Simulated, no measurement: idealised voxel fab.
Module name: voxel transistor to metal (process module)
FYI the section here is cut, 150 nm wide, cells are 5 nm squares.
Square cells in a grid make up a cross-section in this document, and the grid is given as bands, listed from the top down, each one or more rows of cells. First you get the band's top height and its bottom height, in nm, and then the materials it's made of, left to right, with each width in nm. If you see a single material with "everywhere", that one covers the band edge to edge. "air" is empty space. Heights from 0 (as-received wafer is one material below). Bottom band endless downward, as "0 down". The notation "30 to 40" denotes a width that varies across the rows of cells in the band, beginning at the first number in the top row, finishing at the second number in the bottom row, and changing by an identical amount from each row to the next. For the purposes of this document, the phrase "remained the same" attached to a step denotes that no cell within the cross-section was modified by that step. Entry "Voids, sealed". Content: empty spaces with no open connection to the top, size 8 cells or greater. Each: width x height at distance. Distance: from left edge. Unit: nm. What comes after the settings on a step's line is commentary from the simulator itself on that step. "overlay nm" answers the question of how far to the right of plan the mask lay on a step that has a mask, and when it is negative the answer is to the left.

-- plan
step 1: op RECEIVE | material Si
step 2: op CONFORMAL_DEP | material SiO2 | thk nm 5
step 3: op CONFORMAL_DEP | material SiN | thk nm 15
step 4: op DIRECTIONAL_DEP | material aC | thk nm 10
step 5: op PATTERN | tone cover | mask id ACTIVE | material resist | width nm 105 | thk nm 30 | overlay nm 0
step 6: op DIRECTIONAL_ETCH | etch materials aC | depth nm 10
step 7: op STRIP | etch materials resist
step 8: op DIRECTIONAL_ETCH | etch materials SiN | depth nm 15
step 9: op DIRECTIONAL_ETCH | etch materials SiO2 | depth nm 5
step 10: op DIRECTIONAL_ETCH | etch materials Si | depth nm 35
step 11: op STRIP | etch materials aC
step 12: op OXIDIZE | depth nm 5
step 13: op FILL_DEP | material SiO2 | thk nm 5
step 14: op CMP | height nm 20
step 15: op SELECTIVE_ETCH | etch materials SiO2 | depth nm 5
step 16: op STRIP | etch materials SiN
step 17: op SELECTIVE_ETCH | etch materials SiO2 | depth nm 5
step 18: op OXIDIZE | depth nm 5
step 19: op DIRECTIONAL_DEP | material polySi | thk nm 20
step 20: op DIRECTIONAL_DEP | material SiCN | thk nm 15
step 21: op MASKED_ETCH | tone cover | mask id GATE | width nm 25 | etch materials SiCN | depth nm 25 | overlay nm 0
step 22: op MASKED_ETCH | tone cover | mask id GATE | width nm 25 | etch materials polySi | depth nm 30 | overlay nm 0
step 23: op CONFORMAL_DEP | material SiO2 | thk nm 5
step 24: op DIRECTIONAL_ETCH | etch materials SiO2 | depth nm 5
step 25: op CONFORMAL_DEP | material SiN | thk nm 5
step 26: op DIRECTIONAL_ETCH | etch materials SiN | depth nm 5
step 27: op DIRECTIONAL_ETCH | etch materials SiO2 | depth nm 5
step 28: op DIRECTIONAL_ETCH | etch materials Si | depth nm 10
step 29: op EPI | material pSi | thk nm 15
step 30: op FILL_DEP | material SiO2 | thk nm 10
step 31: op CMP | height nm 35
step 32: op DIRECTIONAL_DEP | material SiO2 | thk nm 10
step 33: op PATTERN | tone open | mask id CONTACT | material resist | width nm 30 | pitch nm 65 | thk nm 15 | overlay nm 0
step 34: op DIRECTIONAL_ETCH | etch materials SiO2 | depth nm 45
step 35: op STRIP | etch materials resist
step 36: op CONFORMAL_DEP | material TiN | thk nm 5
step 37: op FILL_DEP | material W | thk nm 5
step 38: op CMP | height nm 45
step 39: op DIRECTIONAL_DEP | material TiN | thk nm 5
step 40: op DIRECTIONAL_DEP | material W | thk nm 15
step 41: op PATTERN | tone cover | mask id METAL_1 | material resist | width nm 20 | pitch nm 75 | thk nm 20 | overlay nm 0
step 42: op DIRECTIONAL_ETCH | etch materials W | depth nm 15
step 43: op DIRECTIONAL_ETCH | etch materials TiN | depth nm 5
step 44: op STRIP | etch materials resist
step 45: op FILL_DEP | material lowk | thk nm 10
step 46: op CMP | height nm 65
step 47: op CONFORMAL_DEP | material SiCN | thk nm 5

-- This is the cross-section of the wafer as we received it, i.e. after step 1
	0 down: Si everywhere
	Voids, sealed: none

-- Cross-section taken at module completion on the first of two wafers; processed per the plan
	70 to 65: SiCN everywhere
	65 to 50: lowk=25 / W=20 / lowk=55 / W=20 / lowk=30
	50 to 45: lowk=25 / TiN=20 / lowk=55 / TiN=20 / lowk=30
	45 to 35: SiO2=25 / TiN=5 / W=20 to 15 / TiN=5 to 10 / SiO2=35 / TiN=5 to 10 / W=20 to 15 / TiN=5 / SiO2=30
	35 to 20: SiO2=25 / TiN=5 / W=15 / TiN=5 / SiN=5 / SiO2=5 / SiCN=25 / SiO2=5 / SiN=5 / TiN=5 / W=15 / TiN=5 / SiO2=30
	20 to 15: SiO2=25 / TiN=5 / W=15 / TiN=5 / SiN=5 / SiO2=5 / polySi=25 / SiO2=5 / SiN=5 / TiN=5 / W=15 / TiN=5 / SiO2=30
	15 to 10: SiO2=25 / TiN=25 / SiN=5 / SiO2=5 / polySi=25 / SiO2=5 / SiN=5 / TiN=25 / SiO2=30
	10 to 0: SiO2=20 / SiN=5 / TiN=10 / pSi=15 / SiN=5 / SiO2=5 / polySi=25 / SiO2=5 / SiN=5 / pSi=15 / TiN=10 / SiN=5 / SiO2=25
	0 to -5: SiO2=25 / pSi=25 / SiO2=45 / pSi=25 / SiO2=30
	-5 to -15: SiO2=25 / pSi=25 / Si=45 / pSi=25 / SiO2=30
	-15 to -40: SiO2=25 / Si=95 / SiO2=30
	-40 down: Si everywhere
	Voids, sealed: none

-- This cross-section belongs to the second wafer of two at the end of the module; the start and the plan were shared with the first, and the run included one mistake
	70 to 65: SiCN everywhere
	65 to 50: lowk=25 / W=20 / lowk=55 / W=20 / lowk=30
	50 to 45: lowk=25 / TiN=20 / lowk=55 / TiN=20 / lowk=30
	45 to 35: SiO2=30 / TiN=5 / W=10 / TiN=5 / SiO2=45 / TiN=5 / W=10 / TiN=5 / SiO2=35
	35 to 20: SiO2=30 / TiN=5 / W=10 / TiN=5 / SiN=5 / SiO2=5 / SiCN=25 / SiO2=5 / SiN=5 / TiN=5 / W=10 / TiN=5 / SiO2=35
	20 to 15: SiO2=30 / TiN=5 / W=10 / TiN=5 / SiN=5 / SiO2=5 / polySi=25 / SiO2=5 / SiN=5 / TiN=5 / W=10 / TiN=5 / SiO2=35
	15 to 10: SiO2=30 / TiN=20 / SiN=5 / SiO2=5 / polySi=25 / SiO2=5 / SiN=5 / TiN=20 / SiO2=35
	10 to 0: SiO2=20 / SiN=5 / SiO2=5 / TiN=5 / pSi=15 / SiN=5 / SiO2=5 / polySi=25 / SiO2=5 / SiN=5 / pSi=15 / TiN=5 / SiO2=5 / SiN=5 / SiO2=25
	0 to -5: SiO2=25 / pSi=25 / SiO2=45 / pSi=25 / SiO2=30
	-5 to -15: SiO2=25 / pSi=25 / Si=45 / pSi=25 / SiO2=30
	-15 to -40: SiO2=25 / Si=95 / SiO2=30
	-40 down: Si everywhere
	Voids, sealed: none
Misprocessing identified: step 33 was run on a setting that differed from the plan, and what really ran there is op PATTERN | tone open | mask id CONTACT | material resist | width nm 20 | pitch nm 65 | thk nm 15 | overlay nm 0
Heads up, by the end the second wafer has more or fewer cells of some materials compared to the first: SiO2: 22 more | TiN: 8 fewer | W: 14 fewer
